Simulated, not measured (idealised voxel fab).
voxel double patterning: a process module
Cross-section cut spans 215 nm and uses square cells 5 nm in size.
A cross-section in this document is a grid of square cells, and it is written down as bands, the top band listed before the ones below it; a band is made up of one or more rows of cells.
Basically the band line says how high the top is and how high the bottom is, in nm, and then what's in it from left to right, every material with its width in nm. Empty space shows up as "empty", and if a single material carries "all across" it runs the full band edge to edge.
Heads up on the height convention: 0 is the point under which the incoming wafer is all one material, and the lowest band has no bottom, it just keeps going down, like "0 and below".
Width "30 to 40": first value at the band's top row of cells, second value at its bottom row, equal change from row to row.
A step reported as "nothing different" is a step in which no cell of the cross-section changed.
"Closed void inventory" enumerates empty spaces isolated from the top, with no open way to it, that contain at least 8 cells, giving each as width x height at distance from the left edge, all three in nm.
Step line, after settings: the simulator's comment on this step.
The "overlay nm" setting may appear on a step's line; for a step that uses a mask, it gives how far to the right of its planned position the mask lay, and a negative value indicates the left.
Planned step list for the process
1,RECEIVE,material Si
2,CONFORMAL_DEP,material SiO2,thk nm 5
3,DIRECTIONAL_DEP,material TiN,thk nm 20
4,DIRECTIONAL_DEP,material SiCN,thk nm 5
5,PATTERN,tone open,mask id FIRST,material resist,width nm 15,pitch nm 50,thk nm 15,overlay nm 0
6,DIRECTIONAL_ETCH,etch materials SiCN,depth nm 5
7,STRIP,etch materials resist
8,PATTERN,tone open,mask id SECOND,material resist,width nm 15,thk nm 20,overlay nm 0
9,DIRECTIONAL_ETCH,etch materials SiCN,depth nm 5
10,STRIP,etch materials resist
11,DIRECTIONAL_ETCH,etch materials TiN,depth nm 20
12,STRIP,etch materials SiCN
Cross-sectional view of the wafer in its as-received condition, corresponding to the state after step 1
    0 and below | Si all across
    Closed void inventory: none
End-of-module XS, first of two wafers, run as planned
    25 down to 5 | 75 TiN / 15 empty / 10 TiN / 15 empty / 10 TiN / 15 empty / 75 TiN
    5 down to 0 | SiO2 all across
    0 and below | Si all across
    Closed void inventory: none
Wafer two cross-section, module end. Start and plan unchanged from wafer one; one mistake made during the run
    25 down to 5 | 75 TiN / 15 empty / 10 TiN / 15 empty / 10 TiN / 15 empty / 75 TiN
    5 down to 0 | TiN all across
    0 and below | Si all across
    Closed void inventory: none
The plan and the run diverged here: step 2: run off-plan, actual operation and settings CONFORMAL_DEP,material TiN,thk nm 5
End check, counted in cells, second wafer has more or fewer of these materials than the first: SiO2 -43; TiN +43
